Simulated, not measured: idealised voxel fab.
The document below concerns the process module designated voxel ribs on slabs.
Displayed cross-section: cut, width of 190 nm, square cells sized 5 nm.
When this document writes out a cross-section, it uses a grid of square cells and lists it as bands, beginning at the top and moving down, with a band standing for one or more rows of cells. In this notation a band is specified by the heights of its top and bottom, in that order and in nm, after which its materials appear from left to right, each paired with its width in nm. The word "all across" attached to a single material means that material fills the band from edge to edge; the word "blank" stands for empty space. Height reference: 0 = level under which incoming wafer is all one material. Lowest band: no bottom, runs on downward, e.g. "0 -> down". It should be noted that a width expressed as "30..40" varies in equal increments from row to row of cells within the band, taking the value of the first number at the top row and that of the second number at the bottom row. Where the words "no modification" appear for a step, the cross-section shows no cell changed by that step; every cell remained as before. Listed in "Unvented internal voids": every empty space of 8 or more cells without an open way to the top. Form: width x height at distance, the distance being from the left edge, all in nm. What comes after the settings on a step's line is commentary from the simulator itself on that step. The optional step-line setting "overlay nm" applies to steps with a mask and quantifies how far to the right of its planned location the mask lay, a negative value indicating leftward placement.

[Process steps - plan]
1: RECEIVE,material Si
2: DIRECTIONAL_DEP,material SiO2,thk nm 20
3: DIRECTIONAL_DEP,material polySi,thk nm 15
4: MASKED_ETCH,tone cover,mask id RIB,width nm 30,etch materials polySi,depth nm 5,overlay nm 0
5: DIRECTIONAL_DEP,material aC,thk nm 15
6: PATTERN,tone cover,mask id SLAB,material resist,width nm 70,thk nm 30,overlay nm 0
7: DIRECTIONAL_ETCH,etch materials aC,depth nm 15
8: STRIP,etch materials resist
9: DIRECTIONAL_ETCH,etch materials polySi,depth nm 10
10: STRIP,etch materials aC
11: FILL_DEP,material SiO2,thk nm 30
12: CMP,height nm 55
13: DIRECTIONAL_DEP,material W,thk nm 10
14: PATTERN,tone cover,mask id HEATER,material resist,width nm 40,thk nm 20,overlay nm 0
15: DIRECTIONAL_ETCH,etch materials W,depth nm 10
16: STRIP,etch materials resist
17: CONFORMAL_DEP,material SiN,thk nm 5

[Shown in cross-section is the wafer as received, that is, as it stands after step 1]
0 -> down: Si all across
Unvented internal voids: none

[Look at the cross-section after the module: the wafer started out the way shown above and the plan was the one shown above, yet one mistake was made along the way]
65 -> 60: blank 70 | SiN 50 | blank 70
60 -> 55: SiN 75 | W 40 | SiN 75
55 -> 35: SiO2 all across
35 -> 30: SiO2 80 | polySi 30 | SiO2 80
30 -> 20: SiO2 60 | polySi 70 | SiO2 60
20 -> 0: SiO2 all across
0 -> down: Si all across
Unvented internal voids: none
The plan and the run diverged here: step 13 went in with a setting other than planned; the actual run was DIRECTIONAL_DEP,material W,thk nm 5
